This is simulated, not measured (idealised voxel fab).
process module | voxel wiring stack
cross-section cut | 195 nm wide | cells 5 nm
A cross-section is a grid of square cells, given in bands from the top down. A band is one or more rows of cells.
Each band's line starts with the height of the band's top and of its bottom, in nm. Then come its materials from left to right, each with its width in nm. One material with "throughout" fills the band from edge to edge. "air" is empty space.
Height 0 is the level under which the wafer as received is all one material. The lowest band goes on downwards, as in "0 down".
A width such as "30 to 40" changes by the same amount from each row of cells to the next, from the band's top row to its bottom row.
"no change" after a step means that no cell of the cross-section changed.
closed voids: empty space of 8 cells or more with no open way to the top, each as width x height at its distance from the left edge, in nm
after a step's settings: what the simulator itself notes on the step
overlay nm, on a step with a mask: how far to the right of its planned place the mask lay; to the left if negative
plan
1 op RECEIVE | material Si
2 op CONFORMAL_DEP | material SiO2 | thk nm 15
3 op CONFORMAL_DEP | material SiN | thk nm 5
4 op DIRECTIONAL_DEP | material lowk | thk nm 15
5 op PATTERN | tone open | mask id METAL_1 | material resist | width nm 30 | pitch nm 45 | thk nm 15 | overlay nm 0
6 op DIRECTIONAL_ETCH | etch materials lowk | depth nm 15
7 op DIRECTIONAL_ETCH | etch materials SiN | depth nm 5
8 op STRIP | etch materials resist
9 op CONFORMAL_DEP | material TiN | thk nm 5
10 op FILL_DEP | material Cu | thk nm 10
11 op CMP | height nm 35
12 op EPI | material Ru | thk nm 5
13 op FILL_DEP | material SiCN | thk nm 5
14 op DIRECTIONAL_DEP | material lowk | thk nm 15
15 op PATTERN | tone open | mask id PLUG_1 | material resist | width nm 15 | pitch nm 45 | thk nm 15 | overlay nm 0
16 op DIRECTIONAL_ETCH | etch materials lowk | depth nm 15
17 op DIRECTIONAL_ETCH | etch materials SiCN | depth nm 5
18 op STRIP | etch materials resist
19 op EPI | material Ru | thk nm 10
20 op EPI | material Ru | thk nm 10
21 op DIRECTIONAL_DEP | material TiN | thk nm 5
22 op DIRECTIONAL_DEP | material Ru | thk nm 20
23 op MASKED_ETCH | tone cover | mask id METAL_2 | width nm 20 | pitch nm 45 | etch materials Ru | depth nm 20 | overlay nm 0
24 op MASKED_ETCH | tone cover | mask id METAL_2 | width nm 30 | pitch nm 45 | etch materials TiN | depth nm 5 | overlay nm 0
25 op FILL_DEP | material SiO2 | thk nm 5
26 op CMP | height nm 85
27 op CONFORMAL_DEP | material SiCN | thk nm 5
28 op DIRECTIONAL_DEP | material SiO2 | thk nm 30
29 op PATTERN | tone open | mask id METAL_3 | material resist | width nm 30 | pitch nm 45 | thk nm 15 | overlay nm 0
30 op DIRECTIONAL_ETCH | etch materials SiO2 | depth nm 20
31 op STRIP | etch materials resist
32 op PATTERN | tone open | mask id METAL_3_HOLES | material resist | width nm 15 | pitch nm 90 | thk nm 15 | overlay nm 0
33 op DIRECTIONAL_ETCH | etch materials SiO2 | depth nm 10
34 op DIRECTIONAL_ETCH | etch materials SiCN | depth nm 5
35 op STRIP | etch materials resist
36 op CONFORMAL_DEP | material TiN | thk nm 5
37 op FILL_DEP | material Cu | thk nm 10
38 op CMP | height nm 120
39 op CONFORMAL_DEP | material SiCN | thk nm 5
varied across the wafers: width nm of step 23. The plan shows the first wafer's value. All wafers start alike
first wafer as received, after step 1
  0 down: Si throughout
  closed voids: none
first wafer at the end, after step 39
  125 to 120: SiCN throughout
  120 to 105: SiO2 15 | TiN 5 | Cu 20 | TiN 5 | SiO2 15 | TiN 5 | Cu 20 | TiN 5 | SiO2 15 | TiN 5 | Cu 20 | TiN 5 | SiO2 15 | TiN 5 | Cu 20 | TiN 5 | SiO2 15
  105 to 100: SiO2 15 | TiN 5 | Cu 5 | TiN 20 | SiO2 15 | TiN 30 | SiO2 15 | TiN 5 | Cu 5 | TiN 20 | SiO2 15 | TiN 30 | SiO2 15
  100 to 90: SiO2 15 | TiN 5 | Cu 5 | TiN 5 | SiO2 75 | TiN 5 | Cu 5 | TiN 5 | SiO2 75
  90 to 85: SiCN 15 | TiN 15 | SiCN 75 | TiN 15 | SiCN 75
  85 to 65: SiO2 20 | Ru 20 | SiO2 25 | Ru 20 | SiO2 25 | Ru 20 | SiO2 25 | Ru 20 | SiO2 20
  65 to 60: SiO2 15 | TiN 30 | SiO2 15 | TiN 30 | SiO2 15 | TiN 30 | SiO2 15 | TiN 30 | SiO2 15
  60 to 45: lowk 15 | Ru 15 | lowk 30 | Ru 15 | lowk 30 | Ru 15 | lowk 30 | Ru 15 | lowk 30
  45 to 35: SiCN 15 to 10 | Ru 15 to 40 | SiCN 30 to 5 | Ru 15 to 40 | SiCN 30 to 5 | Ru 15 to 40 | SiCN 30 to 5 | Ru 15 to 40 | SiCN 30 to 10
  35 to 20: lowk 15 | TiN 5 | Cu 20 | TiN 5 | lowk 15 | TiN 5 | Cu 20 | TiN 5 | lowk 15 | TiN 5 | Cu 20 | TiN 5 | lowk 15 | TiN 5 | Cu 20 | TiN 5 | lowk 15
  20 to 15: SiN 15 | TiN 30 | SiN 15 | TiN 30 | SiN 15 | TiN 30 | SiN 15 | TiN 30 | SiN 15
  15 to 0: SiO2 throughout
  0 down: Si throughout
  closed voids: none
last wafer at the end
  125 to 120: SiCN throughout
  120 to 105: SiO2 15 | TiN 5 | Cu 20 | TiN 5 | SiO2 15 | TiN 5 | Cu 20 | TiN 5 | SiO2 15 | TiN 5 | Cu 20 | TiN 5 | SiO2 15 | TiN 5 | Cu 20 | TiN 5 | SiO2 15
  105 to 100: SiO2 15 | TiN 5 | Cu 5 | TiN 20 | SiO2 15 | TiN 30 | SiO2 15 | TiN 5 | Cu 5 | TiN 20 | SiO2 15 | TiN 30 | SiO2 15
  100 to 90: SiO2 15 | TiN 5 | Cu 5 | TiN 5 | SiO2 75 | TiN 5 | Cu 5 | TiN 5 | SiO2 75
  90 to 85: SiCN 15 | TiN 15 | SiCN 75 | TiN 15 | SiCN 75
  85 to 65: SiO2 15 | Ru 30 | SiO2 15 | Ru 30 | SiO2 15 | Ru 30 | SiO2 15 | Ru 30 | SiO2 15
  65 to 60: SiO2 15 | TiN 30 | SiO2 15 | TiN 30 | SiO2 15 | TiN 30 | SiO2 15 | TiN 30 | SiO2 15
  60 to 45: lowk 15 | Ru 15 | lowk 30 | Ru 15 | lowk 30 | Ru 15 | lowk 30 | Ru 15 | lowk 30
  45 to 35: SiCN 15 to 10 | Ru 15 to 40 | SiCN 30 to 5 | Ru 15 to 40 | SiCN 30 to 5 | Ru 15 to 40 | SiCN 30 to 5 | Ru 15 to 40 | SiCN 30 to 10
  35 to 20: lowk 15 | TiN 5 | Cu 20 | TiN 5 | lowk 15 | TiN 5 | Cu 20 | TiN 5 | lowk 15 | TiN 5 | Cu 20 | TiN 5 | lowk 15 | TiN 5 | Cu 20 | TiN 5 | lowk 15
  20 to 15: SiN 15 | TiN 30 | SiN 15 | TiN 30 | SiN 15 | TiN 30 | SiN 15 | TiN 30 | SiN 15
  15 to 0: SiO2 throughout
  0 down: Si throughout
  closed voids: none
each wafer at the end: cells of each material gained (+) or lost (-) since it was received, then its closed voids
width nm 20 | +102 Cu | +144 Ru | +106 SiCN | +15 SiN | +350 SiO2 | +132 TiN | +126 lowk | closed voids: none
width nm 25 | +102 Cu | +160 Ru | +106 SiCN | +15 SiN | +334 SiO2 | +132 TiN | +126 lowk | closed voids: none
width nm 30 | +102 Cu | +176 Ru | +106 SiCN | +15 SiN | +318 SiO2 | +132 TiN | +126 lowk | closed voids: none
